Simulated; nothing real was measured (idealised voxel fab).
Name of the process module below: voxel tone inversion
The cross-section on display is named cut; it measures 160 nm wide, and its cells are 5 nm squares.
The cross-sections in this document take the form of a grid made of square cells. They are written out as bands, in order from top to bottom. Each band consists of one or more rows of cells. Top height, bottom height, nm. Materials left to right, width each, nm. Single material + "throughout" = fills band edge to edge. "blank" = empty. Height reference: 0 = level under which incoming wafer is all one material. Lowest band: no bottom, runs on downward, e.g. "0 -> down". The width entry "30->40" should be interpreted row by row: the top row of cells in the band takes the first number, the bottom row takes the second number, and the change between adjacent rows is uniform throughout. Step note "remains unaltered" = no cross-section cell changed. Closed-off voids of 8+ cells (no open route to the top) go in "Fully closed voids", written width x height at distance from the left edge, in nm. On each step's line, the part that comes after the settings is the simulator's own comment on the step. For masked steps, "overlay nm" on the step line gives how far right of plan the mask actually lay; a minus sign means it lay to the left.
plan:
1: RECEIVE [material Si]
2: CONFORMAL_DEP [material SiN] [thk nm 10]
3: DIRECTIONAL_DEP [material aC] [thk nm 15]
4: PATTERN [tone cover] [mask id POSTS] [material resist] [width nm 15] [pitch nm 40] [thk nm 20] [overlay nm -15]
5: DIRECTIONAL_ETCH [etch materials aC] [depth nm 15]
6: STRIP [etch materials resist]
7: FILL_DEP [material SiO2] [thk nm 5]
8: CMP [height nm 25]
9: STRIP [etch materials aC]
The value of overlay nm given for step 4 in the plan refers to the first wafer; the wafers vary in this setting and are alike at the start.
As received, i.e. after step 1: cross-section through the first of several wafers:
  0 -> down: Si throughout
  Fully closed voids: none
Shown in cross-section: the first of several wafers at the end of the module, after its last step, step 9:
  25 -> 10: SiO2 (15), blank (15), SiO2 (25), blank (15), SiO2 (25), blank (15), SiO2 (50)
  10 -> 0: SiN throughout
  0 -> down: Si throughout
  Fully closed voids: none
last wafer at the end:
  25 -> 10: SiO2 (45), blank (15), SiO2 (25), blank (15), SiO2 (25), blank (15), SiO2 (20)
  10 -> 0: SiN throughout
  0 -> down: Si throughout
  Fully closed voids: none
Rows = wafers. At module end, each row lists per material the cells gained (+) or lost (-) since the wafer was received, then the closed voids:
overlay nm -15, +64 SiN, +69 SiO2, Fully closed voids: none
overlay nm -10, +64 SiN, +69 SiO2, Fully closed voids: none
overlay nm -5, +64 SiN, +69 SiO2, Fully closed voids: none
overlay nm 0, +64 SiN, +69 SiO2, Fully closed voids: none
overlay nm 5, +64 SiN, +69 SiO2, Fully closed voids: none
overlay nm 10, +64 SiN, +69 SiO2, Fully closed voids: none
overlay nm 15, +64 SiN, +69 SiO2, Fully closed voids: none
